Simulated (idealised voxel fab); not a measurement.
You're looking at the process module voxel fin reveal.
The figure presents cross-section cut, which has a width of 180 nm and is divided into square cells with an edge length of 5 nm.
Cross-section format: a grid of square cells, given as bands from top to bottom; each band is one or more rows of cells.
Read a band's entry like this: the first values are the height of its top and the height of its bottom in nm, and what follows is the sequence of materials from left to right, each with its width in nm. Note that "blank" is empty space, and that a single material marked "throughout" reaches across the band from edge to edge.
Below 0: as-received wafer, all one material; heights counted from there. Lowest band: no bottom, goes on down, written "0..down".
Per-row width for "30 to 40": begins at first number (top row of band), ends at second number (bottom row), increment between rows held constant.
"nothing altered" means the step left every cell of the cross-section as it was.
Sealed void inventory: empty space of 8 cells or more with no open way to the top, each as width x height at its distance from the left edge, in nm
The remark found on a step's line after its settings is issued by the simulator itself and pertains to that step.
overlay nm: for a step with a mask, the amount by which the mask lay right of where it was planned; a negative amount means left of it.

The steps planned for the process are as follows
- 1: RECEIVE,material Si
- 2: CONFORMAL_DEP,material SiN,thk nm 10
- 3: MASKED_ETCH,tone cover,mask id FINS,width nm 15,pitch nm 40,etch materials SiN,depth nm 10,overlay nm 0
- 4: MASKED_ETCH,tone cover,mask id FINS,width nm 15,pitch nm 40,etch materials Si,depth nm 35,overlay nm 0
- 5: OXIDIZE,depth nm 5
- 6: FILL_DEP,material SiO2,thk nm 5
- 7: CMP,height nm 10
- 8: SELECTIVE_ETCH,etch materials SiO2,depth nm 25
- 9: STRIP,etch materials SiN
- 10: CONFORMAL_DEP,material HfO2,thk nm 5

Received-state cross-section, reflecting completion of step 1
	0..down | Si throughout
	Sealed void inventory: none

One mistake in running the module, otherwise start and plan as above: cross-section at the end
	5..0 | blank: 60 | HfO2: 15 | blank: 25 | HfO2: 15 | blank: 65
	0..-10 | blank: 60 | HfO2: 5 | Si: 5 | HfO2: 5 | blank: 25 | HfO2: 5 | Si: 5 | HfO2: 5 | blank: 65
	-10..-15 | HfO2: 40 | blank: 20 | HfO2: 5 | Si: 5 | HfO2: 5 | blank: 25 | HfO2: 5 | Si: 5 | HfO2: 5 | blank: 20 | HfO2: 45
	-15..-20 | SiO2: 35 | HfO2: 5 | blank: 20 | HfO2: 5 | Si: 5 | HfO2: 5 | blank: 25 | HfO2: 5 | Si: 5 | HfO2: 5 | blank: 20 | HfO2: 5 | SiO2: 40
	-20..-25 | SiO2: 35 | HfO2: 30 | Si: 5 | HfO2: 35 | Si: 5 | HfO2: 30 | SiO2: 40
	-25..-40 | SiO2: 65 | Si: 5 | SiO2: 35 | Si: 5 | SiO2: 70
	-40..down | Si throughout
	Sealed void inventory: none
What was done differently from what was planned? plan vs actual: 8 and 9 interchanged
